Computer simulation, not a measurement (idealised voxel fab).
This section sets out a process module, namely voxel wiring stack.
Cross-section cut: width 155 nm, square cells of 5 nm.
Reading order for cross-sections: top band down to bottom band. Underlying form: a grid of square cells. Band size: one or more rows of cells.
Read a band's entry like this: the first values are the height of its top and the height of its bottom in nm, and what follows is the sequence of materials from left to right, each with its width in nm. Note that "blank" is empty space, and that a single material marked "all across" reaches across the band from edge to edge.
Measure heights from 0. That's the level where, below it, the as-received wafer is all one material. The lowest band is bottomless and extends downward; write it as in "top 0, no bottom".
Read "30..40" as a graded width: first number on top, second number at the bottom, same change between each pair of neighbouring rows.
It should be understood that the words "remains unaltered", when stated for a given step, signify that the cross-section underwent no change in any of its cells during that step.
Voids, fully enclosed: empty space of 8 cells or more with no open way to the top, each as width x height at its distance from the left edge, in nm
Anything after a step's settings on that line? It's the simulator's own note about the step.
overlay nm: right-of-plan distance of the mask on a masked step; negative values mean left-of-plan.
Heads up before you read on: it's before/after pairs around one process step each, after side only down to the lowest band that changed, step plus settings under the pair. Pairs can be from different runs of this module, same starting wafer, so only chain a pair onto the one above if its "Pre-processing view" entry says so.

Pre-processing view
  top 115, bottom 95  SiO2: 20, then blank: 25, then SiO2: 20, then blank: 25, then SiO2: 20, then blank: 25, then SiO2: 20
  top 95, bottom 80  SiO2: 20, then blank: 15, then SiO2: 75, then blank: 15, then SiO2: 30
  top 80, bottom 75  SiCN all across
  top 75, bottom 50  SiO2: 20, then TiN: 5, then Ru: 15, then TiN: 5, then SiO2: 20, then TiN: 5, then Ru: 15, then TiN: 5, then SiO2: 20, then TiN: 5, then Ru: 15, then TiN: 5, then SiO2: 20
  top 50, bottom 45  SiCN: 20, then TiN: 25, then SiCN: 20, then TiN: 25, then SiCN: 20, then TiN: 25, then SiCN: 20
  top 45, bottom 35  lowk: 20, then Ru: 15, then lowk: 30, then Ru: 15, then lowk: 30, then Ru: 15, then lowk: 30
  top 35, bottom 30  SiCN: 20, then Ru: 15, then SiCN: 30, then Ru: 15, then SiCN: 30, then Ru: 15, then SiCN: 30
  top 30, bottom 15  lowk: 20, then Ru: 25, then lowk: 20, then Ru: 25, then lowk: 20, then Ru: 25, then lowk: 20
  top 15, bottom 10  lowk: 20, then TiN: 25, then lowk: 20, then TiN: 25, then lowk: 20, then TiN: 25, then lowk: 20
  top 10, bottom 0  SiO2 all across
  top 0, no bottom  Si all across
  Voids, fully enclosed: none

Post-Process Section
  top 115, bottom 95  SiO2: 20, then blank: 25, then SiO2: 20, then blank: 25, then SiO2: 20, then blank: 25, then SiO2: 20
  top 95, bottom 80  SiO2: 20, then blank: 15, then SiO2: 75, then blank: 15, then SiO2: 30
  top 80, bottom 75  SiCN: 30, then blank: 5, then SiCN: 85, then blank: 5, then SiCN: 30
  Note: structure below 75 unchanged.
  Voids, fully enclosed: none
Step between the pre-process and post-process cross-sections given above: MASKED_ETCH | tone open | mask id METAL_3_HOLES | width nm 15 | pitch nm 90 | etch materials SiCN | depth nm 5 | overlay nm 10

Pre-processing view: same picture as after in the pair right above, so we don't repeat it.

Post-Process Section
  top 120, bottom 115  TiN: 25, then blank: 15, then TiN: 30, then blank: 15, then TiN: 30, then blank: 15, then TiN: 25
  top 115, bottom 100  SiO2: 20, then TiN: 5, then blank: 15, then TiN: 5, then SiO2: 20, then TiN: 5, then blank: 15, then TiN: 5, then SiO2: 20, then TiN: 5, then blank: 15, then TiN: 5, then SiO2: 20
  top 100, bottom 95  SiO2: 20, then TiN: 5, then blank: 5, then TiN: 15, then SiO2: 20, then TiN: 25, then SiO2: 20, then TiN: 5, then blank: 5, then TiN: 15, then SiO2: 20
  top 95, bottom 85  SiO2: 20, then TiN: 5, then blank: 5, then TiN: 5, then SiO2: 75, then TiN: 5, then blank: 5, then TiN: 5, then SiO2: 30
  top 85, bottom 80  SiO2: 20, then TiN: 15, then SiO2: 75, then TiN: 15, then SiO2: 30
  top 80, bottom 75  SiCN: 30, then TiN: 5, then SiCN: 85, then TiN: 5, then SiCN: 30
  Note: structure below 75 unchanged.
  Voids, fully enclosed: none
Step between the pre-process and post-process cross-sections given above: CONFORMAL_DEP | material TiN | thk nm 5

Pre-processing view: same picture as after in the pair right above, so we don't repeat it.

Post-Process Section
  top 125, bottom 120  Cu all across
  top 120, bottom 115  TiN: 25, then Cu: 15, then TiN: 30, then Cu: 15, then TiN: 30, then Cu: 15, then TiN: 25
  top 115, bottom 100  SiO2: 20, then TiN: 5, then Cu: 15, then TiN: 5, then SiO2: 20, then TiN: 5, then Cu: 15, then TiN: 5, then SiO2: 20, then TiN: 5, then Cu: 15, then TiN: 5, then SiO2: 20
  top 100, bottom 95  SiO2: 20, then TiN: 5, then Cu: 5, then TiN: 15, then SiO2: 20, then TiN: 25, then SiO2: 20, then TiN: 5, then Cu: 5, then TiN: 15, then SiO2: 20
  top 95, bottom 85  SiO2: 20, then TiN: 5, then Cu: 5, then TiN: 5, then SiO2: 75, then TiN: 5, then Cu: 5, then TiN: 5, then SiO2: 30
  Note: structure below 85 unchanged.
  Voids, fully enclosed: none
Step between the pre-process and post-process cross-sections given above: FILL_DEP | material Cu | thk nm 5

Pre-processing view: same picture as after in the pair right above, so we don't repeat it.

Post-Process Section
  top 115, bottom 100  SiO2: 20, then TiN: 5, then Cu: 15, then TiN: 5, then SiO2: 20, then TiN: 5, then Cu: 15, then TiN: 5, then SiO2: 20, then TiN: 5, then Cu: 15, then TiN: 5, then SiO2: 20
  Note: structure below 100 unchanged.
  Voids, fully enclosed: none
Step between the pre-process and post-process cross-sections given above: CMP | height nm 115

Pre-processing view: same picture as after in the pair right above, so we don't repeat it.

Post-Process Section
  top 120, bottom 115  SiN all across
  Note: structure below 115 unchanged.
  Voids, fully enclosed: none
Step between the pre-process and post-process cross-sections given above: CONFORMAL_DEP | material SiN | thk nm 5

Pre-processing view
  top 0, no bottom  Si all across
  Voids, fully enclosed: none

Post-Process Section
  top 10, bottom 0  Cu all across
  Note: structure below 0 unchanged.
  Voids, fully enclosed: none
Step between the pre-process and post-process cross-sections given above: CONFORMAL_DEP | material Cu | thk nm 10

Pre-processing view: same picture as after in the pair right above, so we don't repeat it.

Post-Process Section
  top 15, bottom 10  TiN all across
  Note: structure below 10 unchanged.
  Voids, fully enclosed: none
Step between the pre-process and post-process cross-sections given above: DIRECTIONAL_DEP | material TiN | thk nm 5

Pre-processing view: same picture as after in the pair right above, so we don't repeat it.

Post-Process Section
  top 30, bottom 15  Ru all across
  Note: structure below 15 unchanged.
  Voids, fully enclosed: none
Step between the pre-process and post-process cross-sections given above: DIRECTIONAL_DEP | material Ru | thk nm 15

Pre-processing view: same picture as after in the pair right above, so we don't repeat it.

Post-Process Section
  top 30, bottom 15  blank: 20, then Ru: 25, then blank: 20, then Ru: 25, then blank: 20, then Ru: 25, then blank: 20
  Note: structure below 15 unchanged.
  Voids, fully enclosed: none
Step between the pre-process and post-process cross-sections given above: MASKED_ETCH | tone cover | mask id METAL_1 | width nm 25 | pitch nm 45 | etch materials Ru | depth nm 15 | overlay nm 0

Pre-processing view: same picture as after in the pair right above, so we don't repeat it.

Post-Process Section
  top 30, bottom 15  blank: 20, then Ru: 25, then blank: 20, then Ru: 25, then blank: 20, then Ru: 25, then blank: 20
  top 15, bottom 10  blank: 20, then TiN: 25, then blank: 20, then TiN: 25, then blank: 20, then TiN: 25, then blank: 20
  Note: structure below 10 unchanged.
  Voids, fully enclosed: none
Step between the pre-process and post-process cross-sections given above: MASKED_ETCH | tone cover | mask id METAL_1 | width nm 25 | pitch nm 45 | etch materials TiN | depth nm 5 | overlay nm 0

Pre-processing view: same picture as after in the pair right above, so we don't repeat it.

Post-Process Section
  top 35, bottom 30  lowk all across
  top 30, bottom 15  lowk: 20, then Ru: 25, then lowk: 20, then Ru: 25, then lowk: 20, then Ru: 25, then lowk: 20
  top 15, bottom 10  lowk: 20, then TiN: 25, then lowk: 20, then TiN: 25, then lowk: 20, then TiN: 25, then lowk: 20
  Note: structure below 10 unchanged.
  Voids, fully enclosed: none
Step between the pre-process and post-process cross-sections given above: FILL_DEP | material lowk | thk nm 5

Pre-processing view: same picture as after in the pair right above, so we don't repeat it.

Post-Process Section
  top 30, bottom 15  lowk: 20, then Ru: 25, then lowk: 20, then Ru: 25, then lowk: 20, then Ru: 25, then lowk: 20
  Note: structure below 15 unchanged.
  Voids, fully enclosed: none
Step between the pre-process and post-process cross-sections given above: CMP | height nm 30

Pre-processing view: same picture as after in the pair right above, so we don't repeat it.

Post-Process Section
  top 35, bottom 30  SiCN all across
  Note: structure below 30 unchanged.
  Voids, fully enclosed: none
Step between the pre-process and post-process cross-sections given above: CONFORMAL_DEP | material SiCN | thk nm 5

Pre-processing view: same picture as after in the pair right above, so we don't repeat it.

Post-Process Section
  top 45, bottom 35  lowk all across
  Note: structure below 35 unchanged.
  Voids, fully enclosed: none
Step between the pre-process and post-process cross-sections given above: DIRECTIONAL_DEP | material lowk | thk nm 10

Pre-processing view: same picture as after in the pair right above, so we don't repeat it.

Post-Process Section
  top 45, bottom 35  lowk: 20, then blank: 15, then lowk: 30, then blank: 15, then lowk: 30, then blank: 15, then lowk: 30
  Note: structure below 35 unchanged.
  Voids, fully enclosed: none
Step between the pre-process and post-process cross-sections given above: MASKED_ETCH | tone open | mask id PLUG_1 | width nm 15 | pitch nm 45 | etch materials lowk | depth nm 10 | overlay nm 0

Pre-processing view: same picture as after in the pair right above, so we don't repeat it.

Post-Process Section
  top 45, bottom 35  lowk: 20, then blank: 15, then lowk: 30, then blank: 15, then lowk: 30, then blank: 15, then lowk: 30
  top 35, bottom 30  SiCN: 20, then blank: 15, then SiCN: 30, then blank: 15, then SiCN: 30, then blank: 15, then SiCN: 30
  Note: structure below 30 unchanged.
  Voids, fully enclosed: none
Step between the pre-process and post-process cross-sections given above: MASKED_ETCH | tone open | mask id PLUG_1 | width nm 15 | pitch nm 45 | etch materials SiCN | depth nm 5 | overlay nm 0

Pre-processing view: same picture as after in the pair right above, so we don't repeat it.

Post-Process Section
  top 45, bottom 40  lowk: 20, then blank: 15, then lowk: 30, then blank: 15, then lowk: 30, then blank: 15, then lowk: 30
  top 40, bottom 35  lowk: 20, then Ru: 15, then lowk: 30, then Ru: 15, then lowk: 30, then Ru: 15, then lowk: 30
  top 35, bottom 30  SiCN: 20, then Ru: 15, then SiCN: 30, then Ru: 15, then SiCN: 30, then Ru: 15, then SiCN: 30
  Note: structure below 30 unchanged.
  Voids, fully enclosed: none
Step between the pre-process and post-process cross-sections given above: EPI | material Ru | thk nm 10

Pre-processing view: same picture as after in the pair right above, so we don't repeat it.

Post-Process Section
  top 45, bottom 35  lowk: 20, then Ru: 15, then lowk: 30, then Ru: 15, then lowk: 30, then Ru: 15, then lowk: 30
  Note: structure below 35 unchanged.
  Voids, fully enclosed: none
Step between the pre-process and post-process cross-sections given above: EPI | material Ru | thk nm 5

Pre-processing view: same picture as after in the pair right above, so we don't repeat it.

Post-Process Section
  top 50, bottom 45  SiCN all across
  Note: structure below 45 unchanged.
  Voids, fully enclosed: none
Step between the pre-process and post-process cross-sections given above: CONFORMAL_DEP | material SiCN | thk nm 5

Pre-processing view: same picture as after in the pair right above, so we don't repeat it.

Post-Process Section
  top 75, bottom 50  SiO2 all across
  Note: structure below 50 unchanged.
  Voids, fully enclosed: none
Step between the pre-process and post-process cross-sections given above: DIRECTIONAL_DEP | material SiO2 | thk nm 25

Pre-processing view: same picture as after in the pair right above, so we don't repeat it.

Post-Process Section
  top 95, bottom 75  resist: 20, then blank: 25, then resist: 20, then blank: 25, then resist: 20, then blank: 25, then resist: 20
  Note: structure below 75 unchanged.
  Voids, fully enclosed: none
Step between the pre-process and post-process cross-sections given above: PATTERN | tone open | mask id METAL_2 | material resist | width nm 25 | pitch nm 45 | thk nm 20 | overlay nm 0

Pre-processing view: same picture as after in the pair right above, so we don't repeat it.

Post-Process Section
  top 95, bottom 75  resist: 20, then blank: 25, then resist: 20, then blank: 25, then resist: 20, then blank: 25, then resist: 20
  top 75, bottom 50  SiO2: 20, then blank: 25, then SiO2: 20, then blank: 25, then SiO2: 20, then blank: 25, then SiO2: 20
  Note: structure below 50 unchanged.
  Voids, fully enclosed: none
Step between the pre-process and post-process cross-sections given above: DIRECTIONAL_ETCH | etch materials SiO2 | depth nm 25

Pre-processing view: same picture as after in the pair right above, so we don't repeat it.

Post-Process Section
  top 95, bottom 75  resist: 20, then blank: 25, then resist: 20, then blank: 25, then resist: 20, then blank: 25, then resist: 20
  top 75, bottom 50  SiO2: 20, then blank: 25, then SiO2: 20, then blank: 25, then SiO2: 20, then blank: 25, then SiO2: 20
  top 50, bottom 45  SiCN: 20, then blank: 25, then SiCN: 20, then blank: 25, then SiCN: 20, then blank: 25, then SiCN: 20
  Note: structure below 45 unchanged.
  Voids, fully enclosed: none
Step between the pre-process and post-process cross-sections given above: DIRECTIONAL_ETCH | etch materials SiCN | depth nm 5

Pre-processing view: same picture as after in the pair right above, so we don't repeat it.

Post-Process Section
  top 75, bottom 50  SiO2: 20, then blank: 25, then SiO2: 20, then blank: 25, then SiO2: 20, then blank: 25, then SiO2: 20
  Note: structure below 50 unchanged.
  Voids, fully enclosed: none
Step between the pre-process and post-process cross-sections given above: STRIP | etch materials resist

Pre-processing view: same picture as after in the pair right above, so we don't repeat it.

Post-Process Section
  top 80, bottom 75  TiN: 25, then blank: 15, then TiN: 30, then blank: 15, then TiN: 30, then blank: 15, then TiN: 25
  top 75, bottom 50  SiO2: 20, then TiN: 5, then blank: 15, then TiN: 5, then SiO2: 20, then TiN: 5, then blank: 15, then TiN: 5, then SiO2: 20, then TiN: 5, then blank: 15, then TiN: 5, then SiO2: 20
  top 50, bottom 45  SiCN: 20, then TiN: 25, then SiCN: 20, then TiN: 25, then SiCN: 20, then TiN: 25, then SiCN: 20
  Note: structure below 45 unchanged.
  Voids, fully enclosed: none
Step between the pre-process and post-process cross-sections given above: CONFORMAL_DEP | material TiN | thk nm 5

Pre-processing view: same picture as after in the pair right above, so we don't repeat it.

Post-Process Section
  top 90, bottom 80  Ru all across
  top 80, bottom 75  TiN: 25, then Ru: 15, then TiN: 30, then Ru: 15, then TiN: 30, then Ru: 15, then TiN: 25
  top 75, bottom 50  SiO2: 20, then TiN: 5, then Ru: 15, then TiN: 5, then SiO2: 20, then TiN: 5, then Ru: 15, then TiN: 5, then SiO2: 20, then TiN: 5, then Ru: 15, then TiN: 5, then SiO2: 20
  Note: structure below 50 unchanged.
  Voids, fully enclosed: none
Step between the pre-process and post-process cross-sections given above: FILL_DEP | material Ru | thk nm 10

Pre-processing view: same picture as after in the pair right above, so we don't repeat it.

Post-Process Section
  top 75, bottom 50  SiO2: 20, then TiN: 5, then Ru: 15, then TiN: 5, then SiO2: 20, then TiN: 5, then Ru: 15, then TiN: 5, then SiO2: 20, then TiN: 5, then Ru: 15, then TiN: 5, then SiO2: 20
  Note: structure below 50 unchanged.
  Voids, fully enclosed: none
Step between the pre-process and post-process cross-sections given above: CMP | height nm 75

Pre-processing view: same picture as after in the pair right above, so we don't repeat it.

Post-Process Section
  top 80, bottom 75  SiCN all across
  Note: structure below 75 unchanged.
  Voids, fully enclosed: none
Step between the pre-process and post-process cross-sections given above: CONFORMAL_DEP | material SiCN | thk nm 5

Pre-processing view: same picture as after in the pair right above, so we don't repeat it.

Post-Process Section
  top 115, bottom 80  SiO2 all across
  Note: structure below 80 unchanged.
  Voids, fully enclosed: none
Step between the pre-process and post-process cross-sections given above: DIRECTIONAL_DEP | material SiO2 | thk nm 35

Pre-processing view: same picture as after in the pair right above, so we don't repeat it.

Post-Process Section
  top 135, bottom 115  resist: 20, then blank: 25, then resist: 20, then blank: 25, then resist: 20, then blank: 25, then resist: 20
  Note: structure below 115 unchanged.
  Voids, fully enclosed: none
Step between the pre-process and post-process cross-sections given above: PATTERN | tone open | mask id METAL_3 | material resist | width nm 25 | pitch nm 45 | thk nm 20 | overlay nm 0

Pre-processing view: same picture as after in the pair right above, so we don't repeat it.

Post-Process Section
  top 135, bottom 115  resist: 20, then blank: 25, then resist: 20, then blank: 25, then resist: 20, then blank: 25, then resist: 20
  top 115, bottom 95  SiO2: 20, then blank: 25, then SiO2: 20, then blank: 25, then SiO2: 20, then blank: 25, then SiO2: 20
  Note: structure below 95 unchanged.
  Voids, fully enclosed: none
Step between the pre-process and post-process cross-sections given above: DIRECTIONAL_ETCH | etch materials SiO2 | depth nm 20

Pre-processing view: same picture as after in the pair right above, so we don't repeat it.

Post-Process Section
  top 115, bottom 95  SiO2: 20, then blank: 25, then SiO2: 20, then blank: 25, then SiO2: 20, then blank: 25, then SiO2: 20
  Note: structure below 95 unchanged.
  Voids, fully enclosed: none
Step between the pre-process and post-process cross-sections given above: STRIP | etch materials resist

Pre-processing view: same picture as after in the pair right above, so we don't repeat it.

Post-Process Section
  top 115, bottom 95  SiO2: 20, then blank: 25, then SiO2: 20, then blank: 25, then SiO2: 20, then blank: 25, then SiO2: 20
  top 95, bottom 80  SiO2: 20, then blank: 15, then SiO2: 75, then blank: 15, then SiO2: 30
  Note: structure below 80 unchanged.
  Voids, fully enclosed: none
Step between the pre-process and post-process cross-sections given above: MASKED_ETCH | tone open | mask id METAL_3_HOLES | width nm 15 | pitch nm 90 | etch materials SiO2 | depth nm 15 | overlay nm 0

Pre-processing view: same picture as after in the pair right above, so we don't repeat it.

Post-Process Section
  top 115, bottom 95  SiO2: 20, then blank: 25, then SiO2: 20, then blank: 25, then SiO2: 20, then blank: 25, then SiO2: 20
  top 95, bottom 80  SiO2: 20, then blank: 15, then SiO2: 75, then blank: 15, then SiO2: 30
  top 80, bottom 75  SiCN: 20, then blank: 15, then SiCN: 75, then blank: 15, then SiCN: 30
  Note: structure below 75 unchanged.
  Voids, fully enclosed: none
Step between the pre-process and post-process cross-sections given above: MASKED_ETCH | tone open | mask id METAL_3_HOLES | width nm 15 | pitch nm 90 | etch materials SiCN | depth nm 5 | overlay nm 0

Pre-processing view: same picture as after in the pair right above, so we don't repeat it.

Post-Process Section
  top 120, bottom 115  TiN: 25, then blank: 15, then TiN: 30, then blank: 15, then TiN: 30, then blank: 15, then TiN: 25
  top 115, bottom 100  SiO2: 20, then TiN: 5, then blank: 15, then TiN: 5, then SiO2: 20, then TiN: 5, then blank: 15, then TiN: 5, then SiO2: 20, then TiN: 5, then blank: 15, then TiN: 5, then SiO2: 20
  top 100, bottom 95  SiO2: 20, then TiN: 5, then blank: 5, then TiN: 15, then SiO2: 20, then TiN: 25, then SiO2: 20, then TiN: 5, then blank: 5, then TiN: 15, then SiO2: 20
  top 95, bottom 80  SiO2: 20, then TiN: 5, then blank: 5, then TiN: 5, then SiO2: 75, then TiN: 5, then blank: 5, then TiN: 5, then SiO2: 30
  top 80, bottom 75  SiCN: 20, then TiN: 15, then SiCN: 75, then TiN: 15, then SiCN: 30
  Note: structure below 75 unchanged.
  Voids, fully enclosed: none
Step between the pre-process and post-process cross-sections given above: CONFORMAL_DEP | material TiN | thk nm 5

Pre-processing view: same picture as after in the pair right above, so we don't repeat it.

Post-Process Section
  top 125, bottom 120  Cu all across
  top 120, bottom 115  TiN: 25, then Cu: 15, then TiN: 30, then Cu: 15, then TiN: 30, then Cu: 15, then TiN: 25
  top 115, bottom 100  SiO2: 20, then TiN: 5, then Cu: 15, then TiN: 5, then SiO2: 20, then TiN: 5, then Cu: 15, then TiN: 5, then SiO2: 20, then TiN: 5, then Cu: 15, then TiN: 5, then SiO2: 20
  top 100, bottom 95  SiO2: 20, then TiN: 5, then Cu: 5, then TiN: 15, then SiO2: 20, then TiN: 25, then SiO2: 20, then TiN: 5, then Cu: 5, then TiN: 15, then SiO2: 20
  top 95, bottom 80  SiO2: 20, then TiN: 5, then Cu: 5, then TiN: 5, then SiO2: 75, then TiN: 5, then Cu: 5, then TiN: 5, then SiO2: 30
  Note: structure below 80 unchanged.
  Voids, fully enclosed: none
Step between the pre-process and post-process cross-sections given above: FILL_DEP | material Cu | thk nm 5

Pre-processing view: same picture as after in the pair right above, so we don't repeat it.

Post-Process Section
  top 115, bottom 100  SiO2: 20, then TiN: 5, then Cu: 15, then TiN: 5, then SiO2: 20, then TiN: 5, then Cu: 15, then TiN: 5, then SiO2: 20, then TiN: 5, then Cu: 15, then TiN: 5, then SiO2: 20
  Note: structure below 100 unchanged.
  Voids, fully enclosed: none
Step between the pre-process and post-process cross-sections given above: CMP | height nm 115

Pre-processing view: same picture as after in the pair right above, so we don't repeat it.

Post-Process Section
  top 120, bottom 115  SiN all across
  Note: structure below 115 unchanged.
  Voids, fully enclosed: none
Step between the pre-process and post-process cross-sections given above: CONFORMAL_DEP | material SiN | thk nm 5

Pre-processing view
  top 30, bottom 15  Ru all across
  top 15, bottom 10  TiN all across
  top 10, bottom 0  SiO2 all across
  top 0, no bottom  Si all across
  Voids, fully enclosed: none

Post-Process Section
  top 30, bottom 15  Ru: 20, then blank: 25, then Ru: 20, then blank: 25, then Ru: 20, then blank: 25, then Ru: 20
  Note: structure below 15 unchanged.
  Voids, fully enclosed: none
Step between the pre-process and post-process cross-sections given above: MASKED_ETCH | tone open | mask id METAL_1 | width nm 25 | pitch nm 45 | etch materials Ru | depth nm 15 | overlay nm 0

Pre-processing view: same picture as after in the pair right above, so we don't repeat it.

Post-Process Section
  top 35, bottom 30  lowk all across
  top 30, bottom 15  Ru: 20, then lowk: 25, then Ru: 20, then lowk: 25, then Ru: 20, then lowk: 25, then Ru: 20
  Note: structure below 15 unchanged.
  Voids, fully enclosed: none
Step between the pre-process and post-process cross-sections given above: FILL_DEP | material lowk | thk nm 5

Pre-processing view: same picture as after in the pair right above, so we don't repeat it.

Post-Process Section
  top 30, bottom 15  Ru: 20, then lowk: 25, then Ru: 20, then lowk: 25, then Ru: 20, then lowk: 25, then Ru: 20
  Note: structure below 15 unchanged.
  Voids, fully enclosed: none
Step between the pre-process and post-process cross-sections given above: CMP | height nm 30

Pre-processing view: same picture as after in the pair right above, so we don't repeat it.

Post-Process Section
  top 35, bottom 30  SiCN all across
  Note: structure below 30 unchanged.
  Voids, fully enclosed: none
Step between the pre-process and post-process cross-sections given above: CONFORMAL_DEP | material SiCN | thk nm 5

Pre-processing view: same picture as after in the pair right above, so we don't repeat it.

Post-Process Section
  top 45, bottom 35  lowk all across
  Note: structure below 35 unchanged.
  Voids, fully enclosed: none
Step between the pre-process and post-process cross-sections given above: DIRECTIONAL_DEP | material lowk | thk nm 10

Pre-processing view: same picture as after in the pair right above, so we don't repeat it.

Post-Process Section
  top 45, bottom 35  lowk: 20, then blank: 15, then lowk: 30, then blank: 15, then lowk: 30, then blank: 15, then lowk: 30
  Note: structure below 35 unchanged.
  Voids, fully enclosed: none
Step between the pre-process and post-process cross-sections given above: MASKED_ETCH | tone open | mask id PLUG_1 | width nm 15 | pitch nm 45 | etch materials lowk | depth nm 10 | overlay nm 0

Pre-processing view: same picture as after in the pair right above, so we don't repeat it.

Post-Process Section
  top 45, bottom 35  lowk: 20, then blank: 15, then lowk: 30, then blank: 15, then lowk: 30, then blank: 15, then lowk: 30
  top 35, bottom 30  SiCN: 20, then blank: 15, then SiCN: 30, then blank: 15, then SiCN: 30, then blank: 15, then SiCN: 30
  Note: structure below 30 unchanged.
  Voids, fully enclosed: none
Step between the pre-process and post-process cross-sections given above: MASKED_ETCH | tone open | mask id PLUG_1 | width nm 15 | pitch nm 45 | etch materials SiCN | depth nm 5 | overlay nm 0

Pre-processing view: same picture as after in the pair right above, so we don't repeat it.

Post-Process Section
  top 50, bottom 45  SiCN: 25, then blank: 5, then SiCN: 40, then blank: 5, then SiCN: 40, then blank: 5, then SiCN: 35
  top 45, bottom 35  lowk: 20, then SiCN: 5, then blank: 5, then SiCN: 5, then lowk: 30, then SiCN: 5, then blank: 5, then SiCN: 5, then lowk: 30, then SiCN: 5, then blank: 5, then SiCN: 5, then lowk: 30
  top 35, bottom 30  SiCN all across
  Note: structure below 30 unchanged.
  Voids, fully enclosed: none
Step between the pre-process and post-process cross-sections given above: CONFORMAL_DEP | material SiCN | thk nm 5

Pre-processing view: same picture as after in the pair right above, so we don't repeat it.

Post-Process Section
  top 75, bottom 60  SiO2: 25, then blank: 5, then SiO2: 40, then blank: 5, then SiO2: 40, then blank: 5, then SiO2: 35
  top 60, bottom 50  SiO2 all across
  top 50, bottom 45  SiCN: 25, then SiO2: 5, then SiCN: 40, then SiO2: 5, then SiCN: 40, then SiO2: 5, then SiCN: 35
  top 45, bottom 35  lowk: 20, then SiCN: 5, then SiO2: 5, then SiCN: 5, then lowk: 30, then SiCN: 5, then SiO2: 5, then SiCN: 5, then lowk: 30, then SiCN: 5, then SiO2: 5, then SiCN: 5, then lowk: 30
  Note: structure below 35 unchanged.
  Voids, fully enclosed: none
Step between the pre-process and post-process cross-sections given above: DIRECTIONAL_DEP | material SiO2 | thk nm 25

Pre-processing view: same picture as after in the pair right above, so we don't repeat it.

Post-Process Section
  top 95, bottom 75  resist: 20, then blank: 25, then resist: 20, then blank: 25, then resist: 20, then blank: 25, then resist: 20
  Note: structure below 75 unchanged.
  Voids, fully enclosed: none
Step between the pre-process and post-process cross-sections given above: PATTERN | tone open | mask id METAL_2 | material resist | width nm 25 | pitch nm 45 | thk nm 20 | overlay nm 0

Pre-processing view: same picture as after in the pair right above, so we don't repeat it.

Post-Process Section
  top 95, bottom 75  resist: 20, then blank: 25, then resist: 20, then blank: 25, then resist: 20, then blank: 25, then resist: 20
  top 75, bottom 50  SiO2: 20, then blank: 25, then SiO2: 20, then blank: 25, then SiO2: 20, then blank: 25, then SiO2: 20
  top 50, bottom 45  SiCN: 25, then blank: 5, then SiCN: 40, then blank: 5, then SiCN: 40, then blank: 5, then SiCN: 35
  top 45, bottom 35  lowk: 20, then SiCN: 5, then blank: 5, then SiCN: 5, then lowk: 30, then SiCN: 5, then blank: 5, then SiCN: 5, then lowk: 30, then SiCN: 5, then blank: 5, then SiCN: 5, then lowk: 30
  Note: structure below 35 unchanged.
  Voids, fully enclosed: none
Step between the pre-process and post-process cross-sections given above: DIRECTIONAL_ETCH | etch materials SiO2 | depth nm 25

Pre-processing view: same picture as after in the pair right above, so we don't repeat it.

Post-Process Section
  top 95, bottom 75  resist: 20, then blank: 25, then resist: 20, then blank: 25, then resist: 20, then blank: 25, then resist: 20
  top 75, bottom 50  SiO2: 20, then blank: 25, then SiO2: 20, then blank: 25, then SiO2: 20, then blank: 25, then SiO2: 20
  top 50, bottom 45  SiCN: 20, then blank: 25, then SiCN: 20, then blank: 25, then SiCN: 20, then blank: 25, then SiCN: 20
  top 45, bottom 35  lowk: 20, then SiCN: 5, then blank: 5, then SiCN: 5, then lowk: 30, then SiCN: 5, then blank: 5, then SiCN: 5, then lowk: 30, then SiCN: 5, then blank: 5, then SiCN: 5, then lowk: 30
  top 35, bottom 30  SiCN: 25, then blank: 5, then SiCN: 40, then blank: 5, then SiCN: 40, then blank: 5, then SiCN: 35
  Note: structure below 30 unchanged.
  Voids, fully enclosed: none
Step between the pre-process and post-process cross-sections given above: DIRECTIONAL_ETCH | etch materials SiCN | depth nm 5

Pre-processing view: same picture as after in the pair right above, so we don't repeat it.

Post-Process Section
  top 75, bottom 50  SiO2: 20, then blank: 25, then SiO2: 20, then blank: 25, then SiO2: 20, then blank: 25, then SiO2: 20
  Note: structure below 50 unchanged.
  Voids, fully enclosed: none
Step between the pre-process and post-process cross-sections given above: STRIP | etch materials resist

Pre-processing view: same picture as after in the pair right above, so we don't repeat it.

Post-Process Section
  top 80, bottom 75  TiN: 25, then blank: 15, then TiN: 30, then blank: 15, then TiN: 30, then blank: 15, then TiN: 25
  top 75, bottom 50  SiO2: 20, then TiN: 5, then blank: 15, then TiN: 5, then SiO2: 20, then TiN: 5, then blank: 15, then TiN: 5, then SiO2: 20, then TiN: 5, then blank: 15, then TiN: 5, then SiO2: 20
  top 50, bottom 45  SiCN: 20, then TiN: 25, then SiCN: 20, then TiN: 25, then SiCN: 20, then TiN: 25, then SiCN: 20
  top 45, bottom 35  lowk: 20, then SiCN: 5, then TiN: 5, then SiCN: 5, then lowk: 30, then SiCN: 5, then TiN: 5, then SiCN: 5, then lowk: 30, then SiCN: 5, then TiN: 5, then SiCN: 5, then lowk: 30
  top 35, bottom 30  SiCN: 25, then TiN: 5, then SiCN: 40, then TiN: 5, then SiCN: 40, then TiN: 5, then SiCN: 35
  Note: structure below 30 unchanged.
  Voids, fully enclosed: none
Step between the pre-process and post-process cross-sections given above: CONFORMAL_DEP | material TiN | thk nm 5

Pre-processing view: same picture as after in the pair right above, so we don't repeat it.

Post-Process Section
  top 90, bottom 80  Ru all across
  top 80, bottom 75  TiN: 25, then Ru: 15, then TiN: 30, then Ru: 15, then TiN: 30, then Ru: 15, then TiN: 25
  top 75, bottom 50  SiO2: 20, then TiN: 5, then Ru: 15, then TiN: 5, then SiO2: 20, then TiN: 5, then Ru: 15, then TiN: 5, then SiO2: 20, then TiN: 5, then Ru: 15, then TiN: 5, then SiO2: 20
  Note: structure below 50 unchanged.
  Voids, fully enclosed: none
Step between the pre-process and post-process cross-sections given above: FILL_DEP | material Ru | thk nm 10

Pre-processing view: same picture as after in the pair right above, so we don't repeat it.

Post-Process Section
  top 75, bottom 50  SiO2: 20, then TiN: 5, then Ru: 15, then TiN: 5, then SiO2: 20, then TiN: 5, then Ru: 15, then TiN: 5, then SiO2: 20, then TiN: 5, then Ru: 15, then TiN: 5, then SiO2: 20
  Note: structure below 50 unchanged.
  Voids, fully enclosed: none
Step between the pre-process and post-process cross-sections given above: CMP | height nm 75

Pre-processing view: same picture as after in the pair right above, so we don't repeat it.

Post-Process Section
  top 80, bottom 75  SiCN all across
  Note: structure below 75 unchanged.
  Voids, fully enclosed: none
Step between the pre-process and post-process cross-sections given above: CONFORMAL_DEP | material SiCN | thk nm 5

Pre-processing view: same picture as after in the pair right above, so we don't repeat it.

Post-Process Section
  top 115, bottom 80  SiO2 all across
  Note: structure below 80 unchanged.
  Voids, fully enclosed: none
Step between the pre-process and post-process cross-sections given above: DIRECTIONAL_DEP | material SiO2 | thk nm 35
